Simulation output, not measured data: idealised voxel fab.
The process module that follows is named voxel wiring stack.
Section cut is 250 nm wide and gridded with 5 nm square cells.
If you're reading a cross-section in this doc, picture square cells in a grid; it comes to you as bands, top ones listed first down to the bottom, and a band can be one or more rows of cells. A band entry consists of two parts. The first gives the height of the band's top and the height of its bottom, in nm. The rest lists the band's materials from left to right, each with its width in nm. A single material labelled with the word "everywhere" fills the band from edge to edge, and the word "air" marks empty space. Heights are measured from 0, the level below which the as-received wafer is all one material; the lowest band has no bottom and continues downward, written as in "0 down". A two-number width, for instance "30 to 40", indicates that the width is equal to the first number in the top row of the band and to the second number in the bottom row, and that it changes by a constant amount per row of cells. Reading "nothing was modified" for a step: not a cell of the cross-section changed in it. "Enclosed void entries" lists enclosed empty spaces (at least 8 cells, no open path upward to the top), each as width x height at distance from the left edge, in nm. The remark found on a step's line after its settings is issued by the simulator itself and pertains to that step. You can add "overlay nm" to a step's line. For a step with a mask, it describes how far the mask lay to the right of its planned position, and a negative number describes a lay to the left.
[Planned process steps]
1 RECEIVE,material Si
2 CONFORMAL_DEP,material SiO2,thk nm 15
3 CONFORMAL_DEP,material SiN,thk nm 5
4 DIRECTIONAL_DEP,material SiO2,thk nm 15
5 DIRECTIONAL_DEP,material aC,thk nm 15
6 PATTERN,tone open,mask id METAL_1,material resist,width nm 20,pitch nm 60,thk nm 30,overlay nm 0
7 DIRECTIONAL_ETCH,etch materials aC,depth nm 15
8 STRIP,etch materials resist
9 DIRECTIONAL_ETCH,etch materials SiO2,depth nm 15
10 DIRECTIONAL_ETCH,etch materials SiN,depth nm 5
11 STRIP,etch materials aC
12 CONFORMAL_DEP,material TiN,thk nm 5
13 FILL_DEP,material Cu,thk nm 10
14 CMP,height nm 35
15 EPI,material Ru,thk nm 5
16 FILL_DEP,material SiCN,thk nm 5
17 DIRECTIONAL_DEP,material SiO2,thk nm 10
18 DIRECTIONAL_DEP,material aC,thk nm 15
19 PATTERN,tone open,mask id PLUG_1,material resist,width nm 15,pitch nm 60,thk nm 30,overlay nm 0
20 DIRECTIONAL_ETCH,etch materials aC,depth nm 15
21 STRIP,etch materials resist
22 DIRECTIONAL_ETCH,etch materials SiO2,depth nm 10
23 DIRECTIONAL_ETCH,etch materials SiCN,depth nm 5
24 STRIP,etch materials aC
25 EPI,material Ru,thk nm 10
26 EPI,material Ru,thk nm 5
27 CONFORMAL_DEP,material SiCN,thk nm 5
28 DIRECTIONAL_DEP,material lowk,thk nm 20
29 DIRECTIONAL_DEP,material aC,thk nm 15
30 PATTERN,tone open,mask id METAL_2,material resist,width nm 30,pitch nm 60,thk nm 30,overlay nm 0
31 DIRECTIONAL_ETCH,etch materials aC,depth nm 15
32 STRIP,etch materials resist
33 DIRECTIONAL_ETCH,etch materials lowk,depth nm 20
34 DIRECTIONAL_ETCH,etch materials SiCN,depth nm 5
35 STRIP,etch materials aC
36 CONFORMAL_DEP,material TiN,thk nm 5
37 FILL_DEP,material W,thk nm 10
38 CMP,height nm 80
39 CONFORMAL_DEP,material SiCN,thk nm 5
40 DIRECTIONAL_DEP,material SiO2,thk nm 30
41 DIRECTIONAL_DEP,material aC,thk nm 15
42 PATTERN,tone open,mask id METAL_3_HOLES,material resist,width nm 15,pitch nm 60,thk nm 35,overlay nm 0
43 DIRECTIONAL_ETCH,etch materials aC,depth nm 15
44 STRIP,etch materials resist
45 DIRECTIONAL_ETCH,etch materials SiO2,depth nm 30
46 STRIP,etch materials aC
47 MASKED_ETCH,tone open,mask id METAL_3,width nm 30,pitch nm 60,etch materials SiO2,depth nm 15,overlay nm 0
48 MASKED_ETCH,tone open,mask id METAL_3,width nm 30,pitch nm 60,etch materials SiCN,depth nm 5,overlay nm 0
49 CONFORMAL_DEP,material TiN,thk nm 5
50 FILL_DEP,material Ru,thk nm 10
51 CMP,height nm 115
52 CONFORMAL_DEP,material SiCN,thk nm 5
53 DIRECTIONAL_DEP,material lowk,thk nm 25
54 PATTERN,tone open,mask id METAL_4_HOLES,material resist,width nm 15,thk nm 15,overlay nm 0
55 DIRECTIONAL_ETCH,etch materials lowk,depth nm 25
56 STRIP,etch materials resist
57 MASKED_ETCH,tone open,mask id METAL_4,width nm 30,pitch nm 60,etch materials lowk,depth nm 15,overlay nm 0
58 MASKED_ETCH,tone open,mask id METAL_4,width nm 30,pitch nm 60,etch materials SiCN,depth nm 5,overlay nm 0
59 CONFORMAL_DEP,material TiN,thk nm 5
60 FILL_DEP,material Cu,thk nm 10
61 CMP,height nm 145
62 CONFORMAL_DEP,material SiCN,thk nm 5
All wafers enter the flow in the same state. The width nm at step 6 differs from wafer to wafer, and the plan gives the value for the first wafer.
[First of several wafers, received after step 1, in cross-section]
- 0 down  Si everywhere
- Enclosed void entries: none
[The figure below presents a cross-section of the first of several wafers at the conclusion of the module, following its last step, step 62]
- 150 to 145  SiCN everywhere
- 145 to 135  80 nm lowk  5 nm TiN  20 nm Cu  5 nm TiN  30 nm lowk  5 nm TiN  20 nm Cu  5 nm TiN  80 nm lowk
- 135 to 130  80 nm lowk  5 nm TiN  5 nm Cu  20 nm TiN  30 nm lowk  30 nm TiN  80 nm lowk
- 130 to 120  80 nm lowk  5 nm TiN  5 nm Cu  5 nm TiN  155 nm lowk
- 120 to 115  80 nm SiCN  15 nm TiN  155 nm SiCN
- 115 to 105  80 nm SiO2  5 nm TiN  20 nm Ru  5 nm TiN  30 nm SiO2  5 nm TiN  20 nm Ru  5 nm TiN  80 nm SiO2
- 105 to 100  80 nm SiO2  5 nm TiN  5 nm Ru  20 nm TiN  30 nm SiO2  5 nm TiN  5 nm Ru  20 nm TiN  80 nm SiO2
- 100 to 85  80 nm SiO2  5 nm TiN  5 nm Ru  5 nm TiN  45 nm SiO2  5 nm TiN  5 nm Ru  5 nm TiN  95 nm SiO2
- 85 to 80  80 nm SiCN  15 nm TiN  45 nm SiCN  15 nm TiN  95 nm SiCN
- 80 to 60  80 nm lowk  5 nm TiN  20 nm W  5 nm TiN  30 nm lowk  5 nm TiN  20 nm W  5 nm TiN  80 nm lowk
- 60 to 55  80 nm SiCN  30 nm TiN  30 nm SiCN  30 nm TiN  80 nm SiCN
- 55 to 45  80 nm SiO2  15 nm Ru  45 nm SiO2  15 nm Ru  95 nm SiO2
- 45 to 35  80 nm SiCN  15 to 30 nm Ru  45 to 30 nm SiCN  15 to 30 nm Ru  95 to 80 nm SiCN
- 35 to 20  85 nm SiO2  5 nm TiN  10 nm Cu  5 nm TiN  40 nm SiO2  5 nm TiN  10 nm Cu  5 nm TiN  85 nm SiO2
- 20 to 15  85 nm SiN  20 nm TiN  40 nm SiN  20 nm TiN  85 nm SiN
- 15 to 0  SiO2 everywhere
- 0 down  Si everywhere
- Enclosed void entries: none
[Cross-section of the last wafer at end of module]
- 150 to 145  SiCN everywhere
- 145 to 135  80 nm lowk  5 nm TiN  20 nm Cu  5 nm TiN  30 nm lowk  5 nm TiN  20 nm Cu  5 nm TiN  80 nm lowk
- 135 to 130  80 nm lowk  5 nm TiN  5 nm Cu  20 nm TiN  30 nm lowk  30 nm TiN  80 nm lowk
- 130 to 120  80 nm lowk  5 nm TiN  5 nm Cu  5 nm TiN  155 nm lowk
- 120 to 115  80 nm SiCN  15 nm TiN  155 nm SiCN
- 115 to 105  80 nm SiO2  5 nm TiN  20 nm Ru  5 nm TiN  30 nm SiO2  5 nm TiN  20 nm Ru  5 nm TiN  80 nm SiO2
- 105 to 100  80 nm SiO2  5 nm TiN  5 nm Ru  20 nm TiN  30 nm SiO2  5 nm TiN  5 nm Ru  20 nm TiN  80 nm SiO2
- 100 to 85  80 nm SiO2  5 nm TiN  5 nm Ru  5 nm TiN  45 nm SiO2  5 nm TiN  5 nm Ru  5 nm TiN  95 nm SiO2
- 85 to 80  80 nm SiCN  15 nm TiN  45 nm SiCN  15 nm TiN  95 nm SiCN
- 80 to 60  80 nm lowk  5 nm TiN  20 nm W  5 nm TiN  30 nm lowk  5 nm TiN  20 nm W  5 nm TiN  80 nm lowk
- 60 to 55  80 nm SiCN  30 nm TiN  30 nm SiCN  30 nm TiN  80 nm SiCN
- 55 to 45  80 nm SiO2  15 nm Ru  45 nm SiO2  15 nm Ru  95 nm SiO2
- 45 to 35  80 to 70 nm SiCN  15 to 55 nm Ru  45 to 5 nm SiCN  15 to 55 nm Ru  95 to 65 nm SiCN
- 35 to 20  75 nm SiO2  5 nm TiN  35 nm Cu  5 nm TiN  15 nm SiO2  5 nm TiN  35 nm Cu  5 nm TiN  70 nm SiO2
- 20 to 15  75 nm SiN  45 nm TiN  15 nm SiN  45 nm TiN  70 nm SiN
- 15 to 0  SiO2 everywhere
- 0 down  Si everywhere
- Enclosed void entries: none
[Every row in this table is a wafer at the end of the module, and it gives, for each of the materials, the cells that wafer has gained (+) or lost (-) since it was received, then its closed voids]
width nm 20, +31 Cu, +54 Ru, +261 SiCN, +42 SiN, +610 SiO2, +110 TiN, +32 W, +360 lowk, Enclosed void entries: none
width nm 25, +37 Cu, +56 Ru, +259 SiCN, +40 SiN, +604 SiO2, +112 TiN, +32 W, +360 lowk, Enclosed void entries: none
width nm 30, +43 Cu, +58 Ru, +257 SiCN, +38 SiN, +598 SiO2, +114 TiN, +32 W, +360 lowk, Enclosed void entries: none
width nm 35, +49 Cu, +60 Ru, +255 SiCN, +36 SiN, +592 SiO2, +116 TiN, +32 W, +360 lowk, Enclosed void entries: none
width nm 40, +55 Cu, +62 Ru, +253 SiCN, +34 SiN, +586 SiO2, +118 TiN, +32 W, +360 lowk, Enclosed void entries: none
width nm 45, +61 Cu, +64 Ru, +251 SiCN, +32 SiN, +580 SiO2, +120 TiN, +32 W, +360 lowk, Enclosed void entries: none
